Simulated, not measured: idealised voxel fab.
The process module presented herein is designated voxel capacitor over wiring.
Section cut is 245 nm wide and gridded with 5 nm square cells.
Square cells in a grid make up a cross-section in this document, and the grid is given as bands, listed from the top down, each one or more rows of cells. Read a band's entry like this: the first values are the height of its top and the height of its bottom in nm, and what follows is the sequence of materials from left to right, each with its width in nm. Note that "empty" is empty space, and that a single material marked "everywhere" reaches across the band from edge to edge. Height is counted from the level 0, under which the received wafer is composed throughout of one material. The lowest of the bands is not closed at the bottom but continues downward, in the notation "0..down". It should be noted that a width expressed as "30 to 40" varies in equal increments from row to row of cells within the band, taking the value of the first number at the top row and that of the second number at the bottom row. The cross-section has no changed cell in any step marked "remained the same". In "Voids lacking openings" the enclosed voids are listed, meaning empty spaces of 8 cells or larger without any opening to the top. The form is width x height at distance, distance from the left edge, units nm. If you see something after the settings on a step's line, that's the simulator's own remark about that step. Each step line may optionally specify "overlay nm", which for a step with a mask gives the rightward distance between the mask's planned place and where it lay, a negative value indicating the leftward direction.
PROCESS STEPS - PLAN
- 1: op RECEIVE | material Si
- 2: op CONFORMAL_DEP | material SiO2 | thk nm 15
- 3: op DIRECTIONAL_DEP | material TiN | thk nm 5
- 4: op DIRECTIONAL_DEP | material Ru | thk nm 25
- 5: op PATTERN | tone cover | mask id METAL_1 | material resist | width nm 20 | pitch nm 75 | thk nm 20 | overlay nm 0
- 6: op DIRECTIONAL_ETCH | etch materials Ru | depth nm 25
- 7: op DIRECTIONAL_ETCH | etch materials TiN | depth nm 5
- 8: op STRIP | etch materials resist
- 9: op CONFORMAL_DEP | material SiCN | thk nm 5
- 10: op FILL_DEP | material SiO2 | thk nm 5
- 11: op CMP | height nm 45
- 12: op CONFORMAL_DEP | material SiCN | thk nm 5
- 13: op DIRECTIONAL_DEP | material lowk | thk nm 20
- 14: op MASKED_ETCH | tone open | mask id PLUG_1 | width nm 15 | etch materials lowk | depth nm 20 | overlay nm 0
- 15: op MASKED_ETCH | tone open | mask id PLUG_1 | width nm 15 | etch materials SiCN | depth nm 5 | overlay nm 0
- 16: op CONFORMAL_DEP | material TiN | thk nm 5
- 17: op FILL_DEP | material W | thk nm 10
- 18: op CMP | height nm 70
- 19: op DIRECTIONAL_DEP | material TiN | thk nm 5
- 20: op DIRECTIONAL_DEP | material SiN | thk nm 5
- 21: op DIRECTIONAL_DEP | material TiN | thk nm 10
- 22: op DIRECTIONAL_DEP | material aC | thk nm 10
- 23: op PATTERN | tone cover | mask id UPPER_PLATE | material resist | width nm 60 | thk nm 25 | overlay nm 0
- 24: op DIRECTIONAL_ETCH | etch materials aC | depth nm 10
- 25: op STRIP | etch materials resist
- 26: op DIRECTIONAL_ETCH | etch materials TiN | depth nm 10
- 27: op DIRECTIONAL_ETCH | etch materials SiN | depth nm 5
- 28: op STRIP | etch materials aC
- 29: op PATTERN | tone cover | mask id LOWER_PLATE | material resist | width nm 70 | thk nm 15 | overlay nm 0
- 30: op DIRECTIONAL_ETCH | etch materials TiN | depth nm 5
- 31: op STRIP | etch materials resist
- 32: op FILL_DEP | material SiO2 | thk nm 20
- 33: op CMP | height nm 105
- 34: op PATTERN | tone open | mask id PLUG_2 | material resist | width nm 15 | thk nm 20 | overlay nm 0
- 35: op DIRECTIONAL_ETCH | etch materials SiO2 | depth nm 15
- 36: op STRIP | etch materials resist
- 37: op CONFORMAL_DEP | material TiN | thk nm 5
- 38: op FILL_DEP | material Ru | thk nm 10
- 39: op CMP | height nm 105
- 40: op CONFORMAL_DEP | material SiN | thk nm 5
CROSS-SECTIONAL VIEW OF THE WAFER IN ITS AS-RECEIVED CONDITION, CORRESPONDING TO THE STATE AFTER STEP 1
	0..down | Si everywhere
	Voids lacking openings: none
FIRST OF TWO WAFERS AT THE END OF THE MODULE, SHOWN IN CROSS-SECTION; RUN CARRIED OUT AS PLANNED
	110..105 | SiN everywhere
	105..95 | SiO2 (90) | TiN (5) | Ru (5) | TiN (5) | SiO2 (140)
	95..90 | SiO2 (90) | TiN (15) | SiO2 (140)
	90..80 | SiO2 (80) | TiN (60) | SiO2 (105)
	80..75 | SiO2 (80) | SiN (60) | SiO2 (105)
	75..70 | SiO2 (75) | TiN (70) | SiO2 (100)
	70..50 | lowk (80) | TiN (5) | W (5) | TiN (5) | lowk (150)
	50..45 | SiCN (80) | TiN (15) | SiCN (150)
	45..20 | SiO2 (70) | SiCN (5) | Ru (20) | SiCN (5) | SiO2 (45) | SiCN (5) | Ru (20) | SiCN (5) | SiO2 (70)
	20..15 | SiCN (75) | TiN (20) | SiCN (55) | TiN (20) | SiCN (75)
	15..0 | SiO2 everywhere
	0..down | Si everywhere
	Voids lacking openings: none
CROSS-SECTION, WAFER TWO OF TWO, END OF MODULE: SAME START AND PLAN AS WAFER ONE, ONE ERROR IN EXECUTION
	110..105 | SiN everywhere
	105..95 | SiO2 (90) | TiN (5) | Ru (5) | TiN (5) | SiO2 (140)
	95..90 | SiO2 (90) | TiN (15) | SiO2 (140)
	90..80 | SiO2 (80) | TiN (60) | SiO2 (105)
	80..75 | SiO2 (80) | SiN (60) | SiO2 (105)
	75..70 | SiO2 (75) | TiN (70) | SiO2 (100)
	70..50 | lowk (80) | TiN (5) | W (5) | TiN (5) | lowk (150)
	50..45 | SiCN (80) | TiN (15) | SiCN (150)
	45..30 | SiO2 (70) | SiCN (5) | Ru (20) | SiCN (5) | SiO2 (45) | SiCN (5) | Ru (20) | SiCN (5) | SiO2 (70)
	30..25 | SiCN (75) | TiN (20) | SiCN (55) | TiN (20) | SiCN (75)
	25..15 | TiN everywhere
	15..0 | SiO2 everywhere
	0..down | Si everywhere
	Voids lacking openings: none
Finding, execution versus plan: contrary to plan, step 3 was performed as op DIRECTIONAL_DEP | material TiN | thk nm 15
Final cells, second wafer relative to first, materials higher or lower: Ru -16, SiCN -8, SiO2 -74, TiN +98
